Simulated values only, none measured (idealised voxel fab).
Proc. module: voxel transistor to metal
Section shown: cut. Width: 265 nm. Cell size: 5 nm, square.
Reading order for cross-sections: top band down to bottom band. Underlying form: a grid of square cells. Band size: one or more rows of cells.
This entry defines a band. It first specifies the height of the band's top and the height of its bottom in nm, and then specifies the band's materials from left to right, stating each material with its width in nm. The word "full width" identifies a single material that fills the band from edge to edge, while the word "empty" identifies empty space.
A quick word on heights: they are counted from 0, and under that level the wafer as it came to us is one material throughout. The lowest band is different from the rest in having no bottom; it simply continues downward, written as in "0..down".
Read "30->40" as a graded width: first number on top, second number at the bottom, same change between each pair of neighbouring rows.
"no change" (step): cross-section cells unchanged, all of them.
For the entry "Voids lacking openings", the listed items are empty spaces with no open way to the top whose size is 8 cells or more; each item follows the pattern width x height at distance, where distance is from the left edge and all three are in nm.
Step line, after settings: the simulator's comment on this step.
Regarding "overlay nm": on a step with a mask, it is the distance the mask lay to the right of its planned place; a negative value places it to the left.

These are the steps we planned for the process:
| 1 | RECEIVE (material Si) |
| 2 | OXIDIZE (depth nm 5) |
| 3 | CONFORMAL_DEP (material SiN; thk nm 10) |
| 4 | PATTERN (tone cover; mask id ACTIVE; material resist; width nm 100; pitch nm 125; thk nm 20; overlay nm 0) |
| 5 | DIRECTIONAL_ETCH (etch materials SiN; depth nm 10) |
| 6 | DIRECTIONAL_ETCH (etch materials SiO2; depth nm 5) |
| 7 | DIRECTIONAL_ETCH (etch materials Si; depth nm 20) |
| 8 | STRIP (etch materials resist) |
| 9 | OXIDIZE (depth nm 5) |
| 10 | FILL_DEP (material SiO2; thk nm 10) |
| 11 | CMP (height nm 10) |
| 12 | SELECTIVE_ETCH (etch materials SiO2; depth nm 10) |
| 13 | STRIP (etch materials SiN) |
| 14 | SELECTIVE_ETCH (etch materials SiO2; depth nm 5) |
| 15 | OXIDIZE (depth nm 5) |
| 16 | DIRECTIONAL_DEP (material polySi; thk nm 30) |
| 17 | DIRECTIONAL_DEP (material SiCN; thk nm 10) |
| 18 | MASKED_ETCH (tone cover; mask id GATE; width nm 20; pitch nm 125; etch materials SiCN; depth nm 20; overlay nm 0) |
| 19 | MASKED_ETCH (tone cover; mask id GATE; width nm 20; pitch nm 125; etch materials polySi; depth nm 40; overlay nm 0) |
| 20 | CONFORMAL_DEP (material SiN; thk nm 5) |
| 21 | DIRECTIONAL_ETCH (etch materials SiN; depth nm 5) |
| 22 | DIRECTIONAL_ETCH (etch materials SiO2; depth nm 5) |
| 23 | EPI (material nSi; thk nm 5) |
| 24 | FILL_DEP (material SiO2; thk nm 5) |
| 25 | CMP (height nm 35) |
| 26 | DIRECTIONAL_DEP (material SiO2; thk nm 15) |
| 27 | MASKED_ETCH (tone open; mask id CONTACT; width nm 15; etch materials SiO2; depth nm 55; overlay nm 0) |
| 28 | CONFORMAL_DEP (material TiN; thk nm 5) |
| 29 | FILL_DEP (material W; thk nm 10) |
| 30 | CMP (height nm 50) |
| 31 | CONFORMAL_DEP (material SiN; thk nm 5) |
| 32 | DIRECTIONAL_DEP (material lowk; thk nm 15) |
| 33 | PATTERN (tone open; mask id METAL_1; material resist; width nm 15; thk nm 15; overlay nm 0) |
| 34 | DIRECTIONAL_ETCH (etch materials lowk; depth nm 15) |
| 35 | DIRECTIONAL_ETCH (etch materials SiN; depth nm 5) |
| 36 | STRIP (etch materials resist) |
| 37 | CONFORMAL_DEP (material TiN; thk nm 5) |
| 38 | FILL_DEP (material Ru; thk nm 10) |
| 39 | CMP (height nm 70) |
| 40 | EPI (material Ru; thk nm 5) |
| 41 | FILL_DEP (material SiCN; thk nm 5) |
| 42 | DIRECTIONAL_DEP (material lowk; thk nm 35) |
| 43 | DIRECTIONAL_DEP (material aC; thk nm 15) |
| 44 | PATTERN (tone open; mask id METAL_2; material resist; width nm 15; pitch nm 125; thk nm 30; overlay nm 0) |
| 45 | DIRECTIONAL_ETCH (etch materials aC; depth nm 15) |
| 46 | STRIP (etch materials resist) |
| 47 | DIRECTIONAL_ETCH (etch materials lowk; depth nm 20) |
| 48 | STRIP (etch materials aC) |
| 49 | PATTERN (tone open; mask id METAL_2_HOLES; material resist; width nm 15; pitch nm 125; thk nm 15; overlay nm 0) |
| 50 | DIRECTIONAL_ETCH (etch materials lowk; depth nm 15) |
| 51 | DIRECTIONAL_ETCH (etch materials SiCN; depth nm 5) |
| 52 | STRIP (etch materials resist) |
| 53 | CONFORMAL_DEP (material TiN; thk nm 5) |
| 54 | FILL_DEP (material Ru; thk nm 5) |
| 55 | CMP (height nm 115) |
| 56 | CONFORMAL_DEP (material SiN; thk nm 5) |
Same starting wafers, different depth nm at step 15. Plan value belongs to the first wafer.

Here's the first of the wafers in cross-section, just as we got it, i.e. after step 1:
0..down | Si full width
Voids lacking openings: none

End-of-module cross-section, first of several wafers, after last step 56:
120..115 | SiN full width
115..80 | 30 of lowk | 5 of TiN | 5 of Ru | 5 of TiN | 110 of lowk | 5 of TiN | 5 of Ru | 5 of TiN | 95 of lowk
80..75 | 30 of SiCN | 15 of TiN | 110 of SiCN | 15 of TiN | 95 of SiCN
75..70 | 25 of SiCN | 25 of Ru | 40 of SiCN | 25 of Ru | 35 of SiCN | 25 of Ru | 40 of SiCN | 25 of Ru | 25 of SiCN
70..55 | 30 of lowk | 5 of TiN | 5 of Ru | 5 of TiN | 50 of lowk | 5 of TiN | 5 of Ru | 5 of TiN | 45 of lowk | 5 of TiN | 5 of Ru | 5 of TiN | 50 of lowk | 5 of TiN | 5 of Ru | 5 of TiN | 30 of lowk
55..50 | 30 of SiN | 15 of TiN | 50 of SiN | 15 of TiN | 45 of SiN | 15 of TiN | 50 of SiN | 15 of TiN | 30 of SiN
50..35 | 30 of SiO2 | 5 of TiN | 5 of W | 5 of TiN | 50 of SiO2 | 5 of TiN | 5 of W | 5 of TiN | 45 of SiO2 | 5 of TiN | 5 of W | 5 of TiN | 50 of SiO2 | 5 of TiN | 5 of W | 5 of TiN | 30 of SiO2
35..25 | 30 of SiO2 | 5 of TiN | 5 of W | 5 of TiN | 10 of SiO2 | 5 of SiN | 20 of SiCN | 5 of SiN | 10 of SiO2 | 5 of TiN | 5 of W | 5 of TiN | 45 of SiO2 | 5 of TiN | 5 of W | 5 of TiN | 10 of SiO2 | 5 of SiN | 20 of SiCN | 5 of SiN | 10 of SiO2 | 5 of TiN | 5 of W | 5 of TiN | 30 of SiO2
25..0 | 30 of SiO2 | 5 of TiN | 5 of W | 5 of TiN | 10 of SiO2 | 5 of SiN | 20 of polySi | 5 of SiN | 10 of SiO2 | 5 of TiN | 5 of W | 5 of TiN | 45 of SiO2 | 5 of TiN | 5 of W | 5 of TiN | 10 of SiO2 | 5 of SiN | 20 of polySi | 5 of SiN | 10 of SiO2 | 5 of TiN | 5 of W | 5 of TiN | 30 of SiO2
0..-5 | 30 of SiO2 | 15 of TiN | 10 of SiO2 | 5 of SiN | 20 of polySi | 5 of SiN | 10 of SiO2 | 15 of TiN | 45 of SiO2 | 15 of TiN | 10 of SiO2 | 5 of SiN | 20 of polySi | 5 of SiN | 10 of SiO2 | 15 of TiN | 30 of SiO2
-5..-10 | 20 of SiO2 | 35 of nSi | 30 of SiO2 | 35 of nSi | 25 of SiO2 | 35 of nSi | 30 of SiO2 | 35 of nSi | 20 of SiO2
-10..-30 | 25 of SiO2 | 90 of Si | 35 of SiO2 | 90 of Si | 25 of SiO2
-30..down | Si full width
Voids lacking openings: none

Cross-sectional view of the final wafer of several at the module's end:
120..115 | SiN full width
115..80 | 30 of lowk | 5 of TiN | 5 of Ru | 5 of TiN | 110 of lowk | 5 of TiN | 5 of Ru | 5 of TiN | 95 of lowk
80..75 | 30 of SiCN | 15 of TiN | 110 of SiCN | 15 of TiN | 95 of SiCN
75..70 | 25 of SiCN | 25 of Ru | 40 of SiCN | 25 of Ru | 35 of SiCN | 25 of Ru | 40 of SiCN | 25 of Ru | 25 of SiCN
70..55 | 30 of lowk | 5 of TiN | 5 of Ru | 5 of TiN | 50 of lowk | 5 of TiN | 5 of Ru | 5 of TiN | 45 of lowk | 5 of TiN | 5 of Ru | 5 of TiN | 50 of lowk | 5 of TiN | 5 of Ru | 5 of TiN | 30 of lowk
55..50 | 30 of SiN | 15 of TiN | 50 of SiN | 15 of TiN | 45 of SiN | 15 of TiN | 50 of SiN | 15 of TiN | 30 of SiN
50..35 | 30 of SiO2 | 5 of TiN | 5 of W | 5 of TiN | 50 of SiO2 | 5 of TiN | 5 of W | 5 of TiN | 45 of SiO2 | 5 of TiN | 5 of W | 5 of TiN | 50 of SiO2 | 5 of TiN | 5 of W | 5 of TiN | 30 of SiO2
35..25 | 30 of SiO2 | 5 of TiN | 5 of W | 5 of TiN | 10 of SiO2 | 5 of SiN | 20 of SiCN | 5 of SiN | 10 of SiO2 | 5 of TiN | 5 of W | 5 of TiN | 45 of SiO2 | 5 of TiN | 5 of W | 5 of TiN | 10 of SiO2 | 5 of SiN | 20 of SiCN | 5 of SiN | 10 of SiO2 | 5 of TiN | 5 of W | 5 of TiN | 30 of SiO2
25..0 | 30 of SiO2 | 5 of TiN | 5 of W | 5 of TiN | 10 of SiO2 | 5 of SiN | 20 of polySi | 5 of SiN | 10 of SiO2 | 5 of TiN | 5 of W | 5 of TiN | 45 of SiO2 | 5 of TiN | 5 of W | 5 of TiN | 10 of SiO2 | 5 of SiN | 20 of polySi | 5 of SiN | 10 of SiO2 | 5 of TiN | 5 of W | 5 of TiN | 30 of SiO2
0..-5 | 30 of SiO2 | 15 of TiN | 10 of SiO2 | 5 of SiN | 20 of polySi | 5 of SiN | 10 of SiO2 | 15 of TiN | 45 of SiO2 | 15 of TiN | 10 of SiO2 | 5 of SiN | 20 of polySi | 5 of SiN | 10 of SiO2 | 15 of TiN | 30 of SiO2
-5..-25 | SiO2 full width
-25..-30 | 25 of SiO2 | 90 of Si | 35 of SiO2 | 90 of Si | 25 of SiO2
-30..down | Si full width
Voids lacking openings: none

Table: wafers, a row each; end-of-module cell change per material since receipt, gain (+), loss (-); then closed voids:
depth nm 5; +46 Ru; -174 Si; +96 SiCN; +126 SiN; +448 SiO2; +162 TiN; +40 W; +452 lowk; +28 nSi; +48 polySi; Voids lacking openings: none
depth nm 10; +46 Ru; -210 Si; +96 SiCN; +126 SiN; +512 SiO2; +162 TiN; +40 W; +452 lowk; +48 polySi; Voids lacking openings: none
depth nm 15; +46 Ru; -246 Si; +96 SiCN; +126 SiN; +548 SiO2; +162 TiN; +40 W; +452 lowk; +48 polySi; Voids lacking openings: none
depth nm 20; +46 Ru; -282 Si; +96 SiCN; +126 SiN; +584 SiO2; +162 TiN; +40 W; +452 lowk; +48 polySi; Voids lacking openings: none
